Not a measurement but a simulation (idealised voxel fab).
Title: Process Module voxel self aligned contacts
cross-section cut | 260 nm wide | cells 5 nm
Just so we're on the same page, the cross-sections are grids of square cells, and they're listed out in bands top to bottom, each band one or more rows deep. Per band: top height and bottom height in nm, followed by the left-to-right materials and their widths in nm; "throughout" marks a single material spanning edge to edge, "air" marks empty space. Height is counted from the level 0, under which the received wafer is composed throughout of one material. The lowest of the bands is not closed at the bottom but continues downward, in the notation "0 and below". Quick explanation for "30..40": the width changes in equal steps down the rows of cells, from the first number in the band's top row to the second number in its bottom row. Step note "same as before" = no cross-section cell changed. "Enclosed voids": empty spaces of 8 cells or more with no open way to the top, each given as width x height at distance, distance from the left edge, all in nm. Text after the settings on a step's line: the simulator's own remark on that step. The "overlay nm" setting may appear on a step's line; for a step that uses a mask, it gives how far to the right of its planned position the mask lay, and a negative value indicates the left.
**Set out below are the planned steps of the process**
- 1: RECEIVE (material Si)
- 2: CONFORMAL_DEP (material SiO2; thk nm 5)
- 3: DIRECTIONAL_DEP (material polySi; thk nm 30)
- 4: DIRECTIONAL_DEP (material SiN; thk nm 20)
- 5: DIRECTIONAL_DEP (material aC; thk nm 15)
- 6: PATTERN (tone cover; mask id GATE; material resist; width nm 25; pitch nm 55; thk nm 35; overlay nm 0)
- 7: DIRECTIONAL_ETCH (etch materials aC; depth nm 15)
- 8: STRIP (etch materials resist)
- 9: DIRECTIONAL_ETCH (etch materials SiN; depth nm 20)
- 10: DIRECTIONAL_ETCH (etch materials polySi; depth nm 30)
- 11: STRIP (etch materials aC)
- 12: CONFORMAL_DEP (material SiN; thk nm 5)
- 13: DIRECTIONAL_ETCH (etch materials SiN; depth nm 5)
- 14: FILL_DEP (material SiO2; thk nm 20)
- 15: CMP (height nm 65)
- 16: DIRECTIONAL_DEP (material aC; thk nm 10)
- 17: PATTERN (tone open; mask id CONTACT; material resist; width nm 40; thk nm 25; overlay nm 0)
- 18: DIRECTIONAL_ETCH (etch materials aC; depth nm 10)
- 19: STRIP (etch materials resist)
- 20: DIRECTIONAL_ETCH (etch materials SiO2; depth nm 65)
- 21: STRIP (etch materials aC)
- 22: CONFORMAL_DEP (material TiN; thk nm 5)
- 23: FILL_DEP (material W; thk nm 5)
- 24: CMP (height nm 65)
- 25: CONFORMAL_DEP (material SiCN; thk nm 5)
**The following pertains to the first of two wafers, which was processed as planned**
**Delivered wafer in cross-section: state after step 1**
* 0 and below | Si throughout
* Enclosed voids: none
**After step 2: wafer cross-section**
* 5 down to 0 | SiO2 throughout
* Unchanged below 0.
**After step 3: wafer cross-section**
* 35 down to 5 | polySi throughout
* Unchanged below 5.
**After step 4: wafer cross-section**
* 55 down to 35 | SiN throughout
* Unchanged below 35.
**After step 5: wafer cross-section**
* 70 down to 55 | aC throughout
* Unchanged below 55.
**After step 6: wafer cross-section**
* 105 down to 70 | 90 of air; 25 of resist; 30 of air; 25 of resist; 90 of air
* Unchanged below 70.
**After step 7: wafer cross-section**
* 90 down to 70 | 90 of air; 25 of resist; 30 of air; 25 of resist; 90 of air
* 70 down to 55 | 90 of air; 25 of aC; 30 of air; 25 of aC; 90 of air
* Unchanged below 55.
**After step 8: wafer cross-section**
* 70 down to 55 | 90 of air; 25 of aC; 30 of air; 25 of aC; 90 of air
* Unchanged below 55.
**After step 9: wafer cross-section**
* 70 down to 55 | 90 of air; 25 of aC; 30 of air; 25 of aC; 90 of air
* 55 down to 35 | 90 of air; 25 of SiN; 30 of air; 25 of SiN; 90 of air
* Unchanged below 35.
**After step 10: wafer cross-section**
* 70 down to 55 | 90 of air; 25 of aC; 30 of air; 25 of aC; 90 of air
* 55 down to 35 | 90 of air; 25 of SiN; 30 of air; 25 of SiN; 90 of air
* 35 down to 5 | 90 of air; 25 of polySi; 30 of air; 25 of polySi; 90 of air
* Unchanged below 5.
**After step 11: wafer cross-section**
* 55 down to 35 | 90 of air; 25 of SiN; 30 of air; 25 of SiN; 90 of air
* Unchanged below 35.
**After step 12: wafer cross-section**
* 60 down to 35 | 85 of air; 35 of SiN; 20 of air; 35 of SiN; 85 of air
* 35 down to 10 | 85 of air; 5 of SiN; 25 of polySi; 5 of SiN; 20 of air; 5 of SiN; 25 of polySi; 5 of SiN; 85 of air
* 10 down to 5 | 90 of SiN; 25 of polySi; 30 of SiN; 25 of polySi; 90 of SiN
* Unchanged below 5.
**After step 13: wafer cross-section**
* 55 down to 35 | 85 of air; 35 of SiN; 20 of air; 35 of SiN; 85 of air
* 35 down to 5 | 85 of air; 5 of SiN; 25 of polySi; 5 of SiN; 20 of air; 5 of SiN; 25 of polySi; 5 of SiN; 85 of air
* Unchanged below 5.
**After step 14: wafer cross-section**
* 75 down to 55 | SiO2 throughout
* 55 down to 35 | 85 of SiO2; 35 of SiN; 20 of SiO2; 35 of SiN; 85 of SiO2
* 35 down to 5 | 85 of SiO2; 5 of SiN; 25 of polySi; 5 of SiN; 20 of SiO2; 5 of SiN; 25 of polySi; 5 of SiN; 85 of SiO2
* Unchanged below 5.
**After step 15: wafer cross-section**
* 65 down to 55 | SiO2 throughout
* Unchanged below 55.
**After step 16: wafer cross-section**
* 75 down to 65 | aC throughout
* Unchanged below 65.
**After step 17: wafer cross-section**
* 100 down to 75 | 110 of resist; 40 of air; 110 of resist
* Unchanged below 75.
**After step 18: wafer cross-section**
* 90 down to 75 | 110 of resist; 40 of air; 110 of resist
* 75 down to 65 | 110 of aC; 40 of air; 110 of aC
* Unchanged below 65.
**After step 19: wafer cross-section**
* 75 down to 65 | 110 of aC; 40 of air; 110 of aC
* Unchanged below 65.
**After step 20: wafer cross-section**
* 75 down to 65 | 110 of aC; 40 of air; 110 of aC
* 65 down to 55 | 110 of SiO2; 40 of air; 110 of SiO2
* 55 down to 35 | 85 of SiO2; 35 of SiN; 20 of air; 35 of SiN; 85 of SiO2
* 35 down to 5 | 85 of SiO2; 5 of SiN; 25 of polySi; 5 of SiN; 20 of air; 5 of SiN; 25 of polySi; 5 of SiN; 85 of SiO2
* 5 down to 0 | 120 of SiO2; 20 of air; 120 of SiO2
* Unchanged below 0.
**After step 21: wafer cross-section**
* 65 down to 55 | 110 of SiO2; 40 of air; 110 of SiO2
* Unchanged below 55.
**After step 22: wafer cross-section**
* 70 down to 65 | 115 of TiN; 30 of air; 115 of TiN
* 65 down to 55 | 110 of SiO2; 5..15 of TiN; 30..10 of air; 5..15 of TiN; 110 of SiO2
* 55 down to 35 | 85 of SiO2; 35 of SiN; 5 of TiN; 10 of air; 5 of TiN; 35 of SiN; 85 of SiO2
* 35 down to 5 | 85 of SiO2; 5 of SiN; 25 of polySi; 5 of SiN; 5 of TiN; 10 of air; 5 of TiN; 5 of SiN; 25 of polySi; 5 of SiN; 85 of SiO2
* 5 down to 0 | 120 of SiO2; 20 of TiN; 120 of SiO2
* Unchanged below 0.
**After step 23: wafer cross-section**
* 75 down to 70 | W throughout
* 70 down to 65 | 115 of TiN; 30 of W; 115 of TiN
* 65 down to 55 | 110 of SiO2; 5..15 of TiN; 30..10 of W; 5..15 of TiN; 110 of SiO2
* 55 down to 35 | 85 of SiO2; 35 of SiN; 5 of TiN; 10 of W; 5 of TiN; 35 of SiN; 85 of SiO2
* 35 down to 5 | 85 of SiO2; 5 of SiN; 25 of polySi; 5 of SiN; 5 of TiN; 10 of W; 5 of TiN; 5 of SiN; 25 of polySi; 5 of SiN; 85 of SiO2
* Unchanged below 5.
**After step 24: wafer cross-section**
* 65 down to 55 | 110 of SiO2; 5..15 of TiN; 30..10 of W; 5..15 of TiN; 110 of SiO2
* Unchanged below 55.
**After step 25: wafer cross-section**
* 70 down to 65 | SiCN throughout
* Unchanged below 65.
**Second wafer. Start and plan as for the first. One mistake made in running. Agrees with the first up to and including step 21**
**Cross-section of the second wafer at the time by which step 22 should have been completed according to the plan**
* 70 down to 65 | 115 of polySi; 30 of air; 115 of polySi
* 65 down to 55 | 110 of SiO2; 5..15 of polySi; 30..10 of air; 5..15 of polySi; 110 of SiO2
* 55 down to 35 | 85 of SiO2; 35 of SiN; 5 of polySi; 10 of air; 5 of polySi; 35 of SiN; 85 of SiO2
* 35 down to 5 | 85 of SiO2; 5 of SiN; 25 of polySi; 5 of SiN; 5 of polySi; 10 of air; 5 of polySi; 5 of SiN; 25 of polySi; 5 of SiN; 85 of SiO2
* 5 down to 0 | 120 of SiO2; 20 of polySi; 120 of SiO2
* Unchanged below 0.
**Cross-section of the second wafer at the time by which step 23 should have been completed according to the plan**
* 75 down to 70 | W throughout
* 70 down to 65 | 115 of polySi; 30 of W; 115 of polySi
* 65 down to 55 | 110 of SiO2; 5..15 of polySi; 30..10 of W; 5..15 of polySi; 110 of SiO2
* 55 down to 35 | 85 of SiO2; 35 of SiN; 5 of polySi; 10 of W; 5 of polySi; 35 of SiN; 85 of SiO2
* 35 down to 5 | 85 of SiO2; 5 of SiN; 25 of polySi; 5 of SiN; 5 of polySi; 10 of W; 5 of polySi; 5 of SiN; 25 of polySi; 5 of SiN; 85 of SiO2
* Unchanged below 5.
**Cross-section of the second wafer at the time by which step 24 should have been completed according to the plan**
* 65 down to 55 | 110 of SiO2; 5..15 of polySi; 30..10 of W; 5..15 of polySi; 110 of SiO2
* Unchanged below 55.
**Cross-section of the second wafer at the time by which step 25 should have been completed according to the plan**
* 70 down to 65 | SiCN throughout
* Unchanged below 65.
Which mistake was made when the wafer was run? step 22 was run on a setting that differed from the plan, and what really ran there is CONFORMAL_DEP (material polySi; thk nm 5)
At the finish, the second wafer shows more or fewer cells for some materials than the first does: TiN: 32 fewer; polySi: 32 more
